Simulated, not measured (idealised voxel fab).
The following is a process module called voxel ribs on slabs.
Section shown: cut. Width: 235 nm. Cell size: 5 nm, square.
Cross-section layout: square cells on a grid; listed as bands, top to bottom; a band spans one or more cell rows.
Top, bottom (nm), then materials left to right with widths (nm); lone material tagged "edge to edge" fills the whole band edge to edge; "air" = empty space.
Where do heights start? At 0: under that level the wafer as delivered is made of one material only. And the lowest band has no floor; it just carries on downward, as in "0 -> down".
You'd read "30..40" like this: the band's top row of cells is as wide as the first number, its bottom row is as wide as the second, and going down, every row changes width by the same amount as the row before did.
The designation "changes: none", where it is given for a processing step, indicates that no cell of the cross-section was altered in the course of that step.
Heads up: "Encapsulated voids" only lists the empty pockets with no open path to the top that are 8 cells or more, and it writes them as width x height at distance, distance from the left edge, in nm.
Where a step's line continues beyond its settings, the continuation is a remark by the simulator itself on that step.
You can add "overlay nm" to a step's line. For a step with a mask, it describes how far the mask lay to the right of its planned position, and a negative number describes a lay to the left.
INTENDED PROCESS STEPS
step 1: RECEIVE with material Si
step 2: DIRECTIONAL_DEP with material SiO2, thk nm 25
step 3: DIRECTIONAL_DEP with material polySi, thk nm 20
step 4: MASKED_ETCH with tone cover, mask id RIB, width nm 20, etch materials polySi, depth nm 5, overlay nm 0
step 5: MASKED_ETCH with tone cover, mask id SLAB, width nm 70, etch materials polySi, depth nm 15, overlay nm 0
step 6: FILL_DEP with material SiO2, thk nm 25
step 7: CMP with height nm 65
step 8: DIRECTIONAL_DEP with material TiN, thk nm 5
step 9: PATTERN with tone cover, mask id HEATER, material resist, width nm 30, thk nm 20, overlay nm 0
step 10: DIRECTIONAL_ETCH with etch materials TiN, depth nm 5
step 11: STRIP with etch materials resist
step 12: CONFORMAL_DEP with material SiO2, thk nm 5
INCOMING WAFER, CROSS-SECTIONAL VIEW, POST STEP 1
  0 -> down | Si edge to edge
  Encapsulated voids: none
CROSS-SECTION, END OF MODULE. START: AS ABOVE. PLAN: AS ABOVE. EXECUTION: ONE MISTAKE
  75 -> 70 | 100 nm air; 35 nm SiO2; 100 nm air
  70 -> 65 | 105 nm SiO2; 25 nm TiN; 105 nm SiO2
  65 -> 45 | SiO2 edge to edge
  45 -> 40 | 105 nm SiO2; 20 nm polySi; 110 nm SiO2
  40 -> 25 | 80 nm SiO2; 70 nm polySi; 85 nm SiO2
  25 -> 0 | SiO2 edge to edge
  0 -> down | Si edge to edge
  Encapsulated voids: none
Deviation from plan: step 9 deviated from plan and actually ran as PATTERN with tone cover, mask id HEATER, material resist, width nm 25, thk nm 20, overlay nm 0
